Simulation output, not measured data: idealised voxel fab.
Name of the process module below: voxel self aligned vias
This is section cut - it's 175 nm across, gridded in 5 nm square cells.
A cross-section is a grid of square cells, given in bands from the top down. A band is one or more rows of cells. A band entry consists of two parts. The first gives the height of the band's top and the height of its bottom, in nm. The rest lists the band's materials from left to right, each with its width in nm. A single material labelled with the word "edge to edge" fills the band from edge to edge, and the word "air" marks empty space. Heights from 0 (as-received wafer is one material below). Bottom band endless downward, as "0 nm and below". The width entry "30..40" should be interpreted row by row: the top row of cells in the band takes the first number, the bottom row takes the second number, and the change between adjacent rows is uniform throughout. The designation "everything unchanged", where it is given for a processing step, indicates that no cell of the cross-section was altered in the course of that step. Enclosed voids (no open way to top), threshold 8 cells or more, entry "Catalogued sealed voids", notation width x height at distance, distance from left edge, nm. If you see something after the settings on a step's line, that's the simulator's own remark about that step. If you see "overlay nm" on a step's line and that step has a mask, it's telling you how far right of where it was planned the mask ended up; a negative number means it went left instead.

These are the steps we planned for the process:
1) RECEIVE: material Si
2) CONFORMAL_DEP: material SiO2, thk nm 15
3) CONFORMAL_DEP: material SiCN, thk nm 5
4) DIRECTIONAL_DEP: material lowk, thk nm 20
5) PATTERN: tone open, mask id LINES, material resist, width nm 20, pitch nm 70, thk nm 15, overlay nm 0
6) DIRECTIONAL_ETCH: etch materials lowk, depth nm 20
7) STRIP: etch materials resist
8) CONFORMAL_DEP: material TiN, thk nm 5
9) FILL_DEP: material Ru, thk nm 10
10) CMP: height nm 40
11) SELECTIVE_ETCH: etch materials W Ru TiN, depth nm 5
12) FILL_DEP: material SiN, thk nm 10
13) CMP: height nm 40
14) DIRECTIONAL_DEP: material lowk, thk nm 20
15) PATTERN: tone open, mask id VIAS, material resist, width nm 40, thk nm 20, overlay nm 0
16) DIRECTIONAL_ETCH: etch materials lowk, depth nm 20
17) DIRECTIONAL_ETCH: etch materials SiN, depth nm 5
18) STRIP: etch materials resist
19) CONFORMAL_DEP: material TiN, thk nm 5
20) FILL_DEP: material W, thk nm 5
21) CMP: height nm 60
22) CONFORMAL_DEP: material SiCN, thk nm 5

The first of two wafers, run as planned:

Received-state cross-section, reflecting completion of step 1:
* 0 nm and below: Si edge to edge
* Catalogued sealed voids: none

How the wafer stands in section after step 2:
* 15 nm to 0 nm: SiO2 edge to edge
* Under 0: no change, same as before.

How the wafer stands in section after step 3:
* 20 nm to 15 nm: SiCN edge to edge
* Under 15: no change, same as before.

How the wafer stands in section after step 4:
* 40 nm to 20 nm: lowk edge to edge
* Under 20: no change, same as before.

How the wafer stands in section after step 5:
* 55 nm to 40 nm: resist 40 nm | air 20 nm | resist 50 nm | air 20 nm | resist 45 nm
* Under 40: no change, same as before.

How the wafer stands in section after step 6:
* 55 nm to 40 nm: resist 40 nm | air 20 nm | resist 50 nm | air 20 nm | resist 45 nm
* 40 nm to 20 nm: lowk 40 nm | air 20 nm | lowk 50 nm | air 20 nm | lowk 45 nm
* Under 20: no change, same as before.

How the wafer stands in section after step 7:
* 40 nm to 20 nm: lowk 40 nm | air 20 nm | lowk 50 nm | air 20 nm | lowk 45 nm
* Under 20: no change, same as before.

How the wafer stands in section after step 8:
* 45 nm to 40 nm: TiN 45 nm | air 10 nm | TiN 60 nm | air 10 nm | TiN 50 nm
* 40 nm to 25 nm: lowk 40 nm | TiN 5 nm | air 10 nm | TiN 5 nm | lowk 50 nm | TiN 5 nm | air 10 nm | TiN 5 nm | lowk 45 nm
* 25 nm to 20 nm: lowk 40 nm | TiN 20 nm | lowk 50 nm | TiN 20 nm | lowk 45 nm
* Under 20: no change, same as before.

How the wafer stands in section after step 9:
* 55 nm to 45 nm: Ru edge to edge
* 45 nm to 40 nm: TiN 45 nm | Ru 10 nm | TiN 60 nm | Ru 10 nm | TiN 50 nm
* 40 nm to 25 nm: lowk 40 nm | TiN 5 nm | Ru 10 nm | TiN 5 nm | lowk 50 nm | TiN 5 nm | Ru 10 nm | TiN 5 nm | lowk 45 nm
* Under 25: no change, same as before.

How the wafer stands in section after step 10:
* 40 nm to 25 nm: lowk 40 nm | TiN 5 nm | Ru 10 nm | TiN 5 nm | lowk 50 nm | TiN 5 nm | Ru 10 nm | TiN 5 nm | lowk 45 nm
* Under 25: no change, same as before.

How the wafer stands in section after step 11:
* 40 nm to 35 nm: lowk 40 nm | air 20 nm | lowk 50 nm | air 20 nm | lowk 45 nm
* Under 35: no change, same as before.

How the wafer stands in section after step 12:
* 50 nm to 40 nm: SiN edge to edge
* 40 nm to 35 nm: lowk 40 nm | SiN 20 nm | lowk 50 nm | SiN 20 nm | lowk 45 nm
* Under 35: no change, same as before.

How the wafer stands in section after step 13:
* 40 nm to 35 nm: lowk 40 nm | SiN 20 nm | lowk 50 nm | SiN 20 nm | lowk 45 nm
* Under 35: no change, same as before.

How the wafer stands in section after step 14:
* 60 nm to 40 nm: lowk edge to edge
* Under 40: no change, same as before.

How the wafer stands in section after step 15:
* 80 nm to 60 nm: resist 30 nm | air 40 nm | resist 105 nm
* Under 60: no change, same as before.

How the wafer stands in section after step 16:
* 80 nm to 60 nm: resist 30 nm | air 40 nm | resist 105 nm
* 60 nm to 40 nm: lowk 30 nm | air 40 nm | lowk 105 nm
* Under 40: no change, same as before.

How the wafer stands in section after step 17:
* 80 nm to 60 nm: resist 30 nm | air 40 nm | resist 105 nm
* 60 nm to 40 nm: lowk 30 nm | air 40 nm | lowk 105 nm
* 40 nm to 35 nm: lowk 40 nm | air 20 nm | lowk 50 nm | SiN 20 nm | lowk 45 nm
* Under 35: no change, same as before.

How the wafer stands in section after step 18:
* 60 nm to 40 nm: lowk 30 nm | air 40 nm | lowk 105 nm
* Under 40: no change, same as before.

How the wafer stands in section after step 19:
* 65 nm to 60 nm: TiN 35 nm | air 30 nm | TiN 110 nm
* 60 nm to 45 nm: lowk 30 nm | TiN 5 nm | air 30 nm | TiN 5 nm | lowk 105 nm
* 45 nm to 40 nm: lowk 30 nm | TiN 15 nm | air 10 nm | TiN 15 nm | lowk 105 nm
* 40 nm to 35 nm: lowk 40 nm | TiN 20 nm | lowk 50 nm | SiN 20 nm | lowk 45 nm
* Under 35: no change, same as before.

How the wafer stands in section after step 20:
* 70 nm to 65 nm: W edge to edge
* 65 nm to 60 nm: TiN 35 nm | W 30 nm | TiN 110 nm
* 60 nm to 45 nm: lowk 30 nm | TiN 5 nm | W 30 nm | TiN 5 nm | lowk 105 nm
* 45 nm to 40 nm: lowk 30 nm | TiN 15 nm | W 10 nm | TiN 15 nm | lowk 105 nm
* Under 40: no change, same as before.

How the wafer stands in section after step 21:
* 60 nm to 45 nm: lowk 30 nm | TiN 5 nm | W 30 nm | TiN 5 nm | lowk 105 nm
* Under 45: no change, same as before.

How the wafer stands in section after step 22:
* 65 nm to 60 nm: SiCN edge to edge
* Under 60: no change, same as before.

Wafer two of the pair: same origin, same plan, one error during the run; identical to wafer one up to and including step 4:

Second wafer, cross-section, planned end of step 5:
* 55 nm to 40 nm: air 40 nm | resist 20 nm | air 50 nm | resist 20 nm | air 45 nm
* Under 40: no change, same as before.

Second wafer, cross-section, planned end of step 6:
* 55 nm to 40 nm: air 40 nm | resist 20 nm | air 50 nm | resist 20 nm | air 45 nm
* 40 nm to 20 nm: air 40 nm | lowk 20 nm | air 50 nm | lowk 20 nm | air 45 nm
* Under 20: no change, same as before.

Second wafer, cross-section, planned end of step 7:
* 40 nm to 20 nm: air 40 nm | lowk 20 nm | air 50 nm | lowk 20 nm | air 45 nm
* Under 20: no change, same as before.

Second wafer, cross-section, planned end of step 8:
* 45 nm to 40 nm: air 35 nm | TiN 30 nm | air 40 nm | TiN 30 nm | air 40 nm
* 40 nm to 25 nm: air 35 nm | TiN 5 nm | lowk 20 nm | TiN 5 nm | air 40 nm | TiN 5 nm | lowk 20 nm | TiN 5 nm | air 40 nm
* 25 nm to 20 nm: TiN 40 nm | lowk 20 nm | TiN 50 nm | lowk 20 nm | TiN 45 nm
* Under 20: no change, same as before.

Second wafer, cross-section, planned end of step 9:
* 55 nm to 45 nm: Ru edge to edge
* 45 nm to 40 nm: Ru 35 nm | TiN 30 nm | Ru 40 nm | TiN 30 nm | Ru 40 nm
* 40 nm to 25 nm: Ru 35 nm | TiN 5 nm | lowk 20 nm | TiN 5 nm | Ru 40 nm | TiN 5 nm | lowk 20 nm | TiN 5 nm | Ru 40 nm
* Under 25: no change, same as before.

Second wafer, cross-section, planned end of step 10:
* 40 nm to 25 nm: Ru 35 nm | TiN 5 nm | lowk 20 nm | TiN 5 nm | Ru 40 nm | TiN 5 nm | lowk 20 nm | TiN 5 nm | Ru 40 nm
* Under 25: no change, same as before.

Second wafer, cross-section, planned end of step 11:
* 40 nm to 35 nm: air 40 nm | lowk 20 nm | air 50 nm | lowk 20 nm | air 45 nm
* Under 35: no change, same as before.

Second wafer, cross-section, planned end of step 12:
* 50 nm to 40 nm: SiN edge to edge
* 40 nm to 35 nm: SiN 40 nm | lowk 20 nm | SiN 50 nm | lowk 20 nm | SiN 45 nm
* Under 35: no change, same as before.

Second wafer, cross-section, planned end of step 13:
* 40 nm to 35 nm: SiN 40 nm | lowk 20 nm | SiN 50 nm | lowk 20 nm | SiN 45 nm
* Under 35: no change, same as before.

Second wafer, cross-section, planned end of step 14:
* 60 nm to 40 nm: lowk edge to edge
* Under 40: no change, same as before.

Second wafer, cross-section, planned end of step 15:
* 80 nm to 60 nm: resist 30 nm | air 40 nm | resist 105 nm
* Under 60: no change, same as before.

Second wafer, cross-section, planned end of step 16:
* 80 nm to 60 nm: resist 30 nm | air 40 nm | resist 105 nm
* 60 nm to 40 nm: lowk 30 nm | air 40 nm | lowk 105 nm
* Under 40: no change, same as before.

Second wafer, cross-section, planned end of step 17:
* 80 nm to 60 nm: resist 30 nm | air 40 nm | resist 105 nm
* 60 nm to 40 nm: lowk 30 nm | air 40 nm | lowk 105 nm
* 40 nm to 35 nm: SiN 30 nm | air 10 nm | lowk 20 nm | air 10 nm | SiN 40 nm | lowk 20 nm | SiN 45 nm
* Under 35: no change, same as before.

Second wafer, cross-section, planned end of step 18:
* 60 nm to 40 nm: lowk 30 nm | air 40 nm | lowk 105 nm
* Under 40: no change, same as before.

Second wafer, cross-section, planned end of step 19:
* 65 nm to 60 nm: TiN 35 nm | air 30 nm | TiN 110 nm
* 60 nm to 45 nm: lowk 30 nm | TiN 5 nm | air 30 nm | TiN 5 nm | lowk 105 nm
* 45 nm to 40 nm: lowk 30 nm | TiN 40 nm | lowk 105 nm
* 40 nm to 35 nm: SiN 30 nm | TiN 10 nm | lowk 20 nm | TiN 10 nm | SiN 40 nm | lowk 20 nm | SiN 45 nm
* Under 35: no change, same as before.

Second wafer, cross-section, planned end of step 20:
* 70 nm to 65 nm: W edge to edge
* 65 nm to 60 nm: TiN 35 nm | W 30 nm | TiN 110 nm
* 60 nm to 45 nm: lowk 30 nm | TiN 5 nm | W 30 nm | TiN 5 nm | lowk 105 nm
* Under 45: no change, same as before.

Second wafer, cross-section, planned end of step 21:
* 60 nm to 45 nm: lowk 30 nm | TiN 5 nm | W 30 nm | TiN 5 nm | lowk 105 nm
* Under 45: no change, same as before.

Second wafer, cross-section, planned end of step 22:
* 65 nm to 60 nm: SiCN edge to edge
* Under 60: no change, same as before.
Run error: step 5: run off-plan, actual operation and settings PATTERN: tone cover, mask id LINES, material resist, width nm 20, pitch nm 70, thk nm 15, overlay nm 0
Final difference in cells, second wafer against first, listed per material as more or fewer: Ru +38 | SiN +19 | TiN +21 | W -2 | lowk -76
